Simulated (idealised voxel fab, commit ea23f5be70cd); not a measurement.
process module | voxel self aligned vias
cross-section cut | 275 nm wide | cells 5 nm
A cross-section is a grid of square cells, given in bands from the top down. A band is one or more rows of cells.
Each band's line starts with the height of the band's top and of its bottom, in nm. Then come its materials from left to right, each with its width in nm. One material with "throughout" fills the band from edge to edge. "air" is empty space.
Height 0 is the level under which the wafer as received is all one material. The lowest band goes on downwards, as in "0 down".
A width such as "30 to 40" changes by the same amount from each row of cells to the next, from the band's top row to its bottom row.
"no change" after a step means that no cell of the cross-section changed.
closed voids: empty space of 8 cells or more with no open way to the top, each as width x height at its distance from the left edge, in nm
after a step's settings: what the simulator itself notes on the step
overlay nm, on a step with a mask: how far to the right of its planned place the mask lay; to the left if negative
plan
1 op RECEIVE | material Si
2 op CONFORMAL_DEP | material SiO2 | thk nm 15
3 op CONFORMAL_DEP | material SiCN | thk nm 5
4 op DIRECTIONAL_DEP | material lowk | thk nm 30
5 op DIRECTIONAL_DEP | material aC | thk nm 15
6 op PATTERN | tone open | mask id LINES | material resist | width nm 20 | pitch nm 60 | thk nm 35 | overlay nm -15
7 op DIRECTIONAL_ETCH | etch materials aC | depth nm 15
8 op STRIP | etch materials resist
9 op DIRECTIONAL_ETCH | etch materials lowk | depth nm 30
10 op STRIP | etch materials aC
11 op CONFORMAL_DEP | material TiN | thk nm 5
12 op FILL_DEP | material W | thk nm 10
13 op CMP | height nm 50
14 op SELECTIVE_ETCH | etch materials W Ru TiN | depth nm 5
15 op FILL_DEP | material SiN | thk nm 5
16 op CMP | height nm 50
17 op DIRECTIONAL_DEP | material lowk | thk nm 20
18 op MASKED_ETCH | tone open | mask id VIAS | width nm 30 | pitch nm 60 | etch materials lowk | depth nm 20 | overlay nm 0
19 op MASKED_ETCH | tone open | mask id VIAS | width nm 30 | pitch nm 60 | etch materials SiN | depth nm 5 | overlay nm 0
20 op CONFORMAL_DEP | material TiN | thk nm 5
21 op FILL_DEP | material Cu | thk nm 10
22 op CMP | height nm 70
23 op CONFORMAL_DEP | material SiN | thk nm 5
varied across the wafers: overlay nm of step 6. The plan shows the first wafer's value. All wafers start alike
first wafer as received, after step 1
  0 down: Si throughout
  closed voids: none
first wafer at the end, after step 23
  75 to 70: SiN throughout
  70 to 55: lowk 60 | TiN 5 | Cu 20 | TiN 5 | lowk 30 | TiN 5 | Cu 20 | TiN 5 | lowk 30 | TiN 5 | Cu 20 | TiN 5 | lowk 65
  55 to 50: lowk 60 | TiN 30 | lowk 30 | TiN 30 | lowk 30 | TiN 30 | lowk 65
  50 to 45: lowk 50 | SiN 10 | TiN 10 | lowk 40 | SiN 10 | TiN 10 | lowk 40 | SiN 10 | TiN 10 | lowk 85
  45 to 25: lowk 50 | TiN 5 | W 10 | TiN 5 | lowk 40 | TiN 5 | W 10 | TiN 5 | lowk 40 | TiN 5 | W 10 | TiN 5 | lowk 85
  25 to 20: lowk 50 | TiN 20 | lowk 40 | TiN 20 | lowk 40 | TiN 20 | lowk 85
  20 to 15: SiCN throughout
  15 to 0: SiO2 throughout
  0 down: Si throughout
  closed voids: none
last wafer at the end
  75 to 70: SiN throughout
  70 to 55: lowk 60 | TiN 5 | Cu 20 | TiN 5 | lowk 30 | TiN 5 | Cu 20 | TiN 5 | lowk 30 | TiN 5 | Cu 20 | TiN 5 | lowk 65
  55 to 50: lowk 60 | TiN 30 | lowk 30 | TiN 30 | lowk 30 | TiN 30 | lowk 65
  50 to 45: lowk 80 | TiN 10 | SiN 10 | lowk 40 | TiN 10 | SiN 10 | lowk 40 | TiN 10 | SiN 10 | lowk 55
  45 to 25: lowk 80 | TiN 5 | W 10 | TiN 5 | lowk 40 | TiN 5 | W 10 | TiN 5 | lowk 40 | TiN 5 | W 10 | TiN 5 | lowk 55
  25 to 20: lowk 80 | TiN 20 | lowk 40 | TiN 20 | lowk 40 | TiN 20 | lowk 55
  20 to 15: SiCN throughout
  15 to 0: SiO2 throughout
  0 down: Si throughout
  closed voids: none
each wafer at the end: cells of each material gained (+) or lost (-) since it was received, then its closed voids
overlay nm -15 | +36 Cu | +55 SiCN | +61 SiN | +165 SiO2 | +78 TiN | +24 W | +406 lowk | closed voids: none
overlay nm -10 | +39 Cu | +55 SiCN | +58 SiN | +165 SiO2 | +78 TiN | +24 W | +406 lowk | closed voids: none
overlay nm -5 | +42 Cu | +55 SiCN | +55 SiN | +165 SiO2 | +78 TiN | +24 W | +406 lowk | closed voids: none
overlay nm 0 | +42 Cu | +55 SiCN | +55 SiN | +165 SiO2 | +78 TiN | +24 W | +406 lowk | closed voids: none
overlay nm 5 | +42 Cu | +55 SiCN | +55 SiN | +165 SiO2 | +78 TiN | +24 W | +406 lowk | closed voids: none
overlay nm 10 | +39 Cu | +55 SiCN | +58 SiN | +165 SiO2 | +78 TiN | +24 W | +406 lowk | closed voids: none
overlay nm 15 | +36 Cu | +55 SiCN | +61 SiN | +165 SiO2 | +78 TiN | +24 W | +406 lowk | closed voids: none
